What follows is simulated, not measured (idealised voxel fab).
The following process module bears the name voxel self aligned contacts.
Section cut is 150 nm wide and gridded with 5 nm square cells.
Format of a cross-section: grid, square cells. Given as bands. Order: top down. Band: one or more rows of cells.
This entry defines a band. It first specifies the height of the band's top and the height of its bottom in nm, and then specifies the band's materials from left to right, stating each material with its width in nm. The word "edge to edge" identifies a single material that fills the band from edge to edge, while the word "empty" identifies empty space.
Heights are reckoned from 0. Under this level, the received wafer is all of one material. The bottommost band is open-ended downward, for example "0 -> down".
With a width like "30->40", each row of cells in the band differs from the next by the same amount, the top row carrying the first number and the bottom row the second.
Step marked "no change"? Then no cell in the cross-section changed in it.
Closed-off voids of 8+ cells (no open route to the top) go in "Enclosed empty spaces", written width x height at distance from the left edge, in nm.
The remark found on a step's line after its settings is issued by the simulator itself and pertains to that step.
overlay nm: on a step with a mask, how far right of its planned place the mask lay; negative means left.
Planned process steps
| 1 | RECEIVE [material Si] |
| 2 | OXIDIZE [depth nm 5] |
| 3 | DIRECTIONAL_DEP [material polySi] [thk nm 20] |
| 4 | DIRECTIONAL_DEP [material SiN] [thk nm 20] |
| 5 | MASKED_ETCH [tone cover] [mask id GATE] [width nm 35] [pitch nm 65] [etch materials SiN] [depth nm 20] [overlay nm 0] |
| 6 | MASKED_ETCH [tone cover] [mask id GATE] [width nm 35] [pitch nm 65] [etch materials polySi] [depth nm 20] [overlay nm 0] |
| 7 | CONFORMAL_DEP [material SiN] [thk nm 5] |
| 8 | DIRECTIONAL_ETCH [etch materials SiN] [depth nm 5] |
| 9 | FILL_DEP [material SiO2] [thk nm 20] |
| 10 | CMP [height nm 50] |
| 11 | MASKED_ETCH [tone open] [mask id CONTACT] [width nm 40] [etch materials SiO2] [depth nm 55] [overlay nm 0] |
| 12 | CONFORMAL_DEP [material TiN] [thk nm 5] |
| 13 | FILL_DEP [material Ru] [thk nm 5] |
| 14 | CMP [height nm 50] |
| 15 | CONFORMAL_DEP [material SiN] [thk nm 5] |
As-received state of the wafer in cross-section, equivalent to post-step 1
	0 -> down = Si edge to edge
	Enclosed empty spaces: none
What the wafer looks like in cross-section after this module, when it starts as shown above and follows the plan above but one mistake is made in running it
	55 -> 50 = SiN edge to edge
	50 -> 40 = SiO2: 55; TiN: 5->15; Ru: 30->10; TiN: 5->15; SiO2: 55
	40 -> 20 = SiO2: 20; SiN: 45; TiN: 5; Ru: 10; TiN: 5; SiN: 45; SiO2: 20
	20 -> 5 = SiO2: 20; SiN: 5; polySi: 35; SiN: 5; TiN: 5; Ru: 10; TiN: 5; SiN: 5; polySi: 35; SiN: 5; SiO2: 20
	5 -> 0 = SiO2: 20; SiN: 5; polySi: 35; SiN: 5; TiN: 20; SiN: 5; polySi: 35; SiN: 5; SiO2: 20
	0 -> down = Si edge to edge
	Enclosed empty spaces: none
Heads up, the wafer didn't run the way we planned it: step 2 of the plan was jumped over and never run
